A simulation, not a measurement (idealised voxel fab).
The following process module bears the name voxel spacer lines.
For reference, the cross-section in this document is cut, with width 245 nm and square cells of 5 nm.
A cross-section is a grid of square cells, given in bands from the top down. A band is one or more rows of cells.
Quick guide to a band line: top height, bottom height (nm) up front; then every material left to right with its width in nm. Only one material and it's marked "all across"? Then it fills the band edge to edge. And "air" just means empty space.
Ref level 0: as-received wafer is one material below here. Bottom band extends down with no lower bound ("0 -> down").
The width entry "30..40" should be interpreted row by row: the top row of cells in the band takes the first number, the bottom row takes the second number, and the change between adjacent rows is uniform throughout.
"all unchanged" after a step means that no cell of the cross-section changed.
The list in "Closed cavity list" covers empty spaces of 8 cells or more that cannot reach the top through any open way, and it gives each as width x height at distance; the distance is from the left edge, and width, height and distance are in nm.
Past the settings on a step's line: simulator remark, on that step.
overlay nm, on a step with a mask: how far to the right of its planned place the mask lay; to the left if negative
### The planned process steps are enumerated hereunder
- 1: RECEIVE,material Si
- 2: CONFORMAL_DEP,material Al2O3,thk nm 10
- 3: DIRECTIONAL_DEP,material TiN,thk nm 10
- 4: DIRECTIONAL_DEP,material aC,thk nm 20
- 5: PATTERN,tone cover,mask id MANDREL,material resist,width nm 15,pitch nm 70,thk nm 30,overlay nm 0
- 6: DIRECTIONAL_ETCH,etch materials aC,depth nm 20
- 7: STRIP,etch materials resist
- 8: CONFORMAL_DEP,material SiO2,thk nm 15
- 9: DIRECTIONAL_ETCH,etch materials SiO2,depth nm 15
- 10: STRIP,etch materials aC
- 11: DIRECTIONAL_ETCH,etch materials TiN,depth nm 10
- 12: STRIP,etch materials SiO2
The plan's step 5 width nm is the first wafer's value; the wafers differ in this setting and start identical.
### So this is the first of several wafers, cross-sectioned as it came to us, meaning it's at the end of step 1
	0 -> down: Si all across
	Closed cavity list: none
### First of several wafers, sectioned at end of module (last step: step 12)
	20 -> 10: air: 30; TiN: 15; air: 15; TiN: 15; air: 25; TiN: 15; air: 15; TiN: 15; air: 25; TiN: 15; air: 15; TiN: 15; air: 30
	10 -> 0: Al2O3 all across
	0 -> down: Si all across
	Closed cavity list: none
### The module's end: a cross-section of the last wafer
	20 -> 10: air: 20; TiN: 15; air: 35; TiN: 15; air: 5; TiN: 15; air: 35; TiN: 15; air: 5; TiN: 15; air: 35; TiN: 15; air: 20
	10 -> 0: Al2O3 all across
	0 -> down: Si all across
	Closed cavity list: none
### Below, a row for every wafer. Read it as the end-of-module picture: for each material the wafer shows its cells gained (+) or lost (-) since it was received, and then its closed voids
width nm 15, +98 Al2O3, +36 TiN, Closed cavity list: none
width nm 20, +98 Al2O3, +36 TiN, Closed cavity list: none
width nm 25, +98 Al2O3, +36 TiN, Closed cavity list: none
width nm 30, +98 Al2O3, +36 TiN, Closed cavity list: none
width nm 35, +98 Al2O3, +36 TiN, Closed cavity list: none
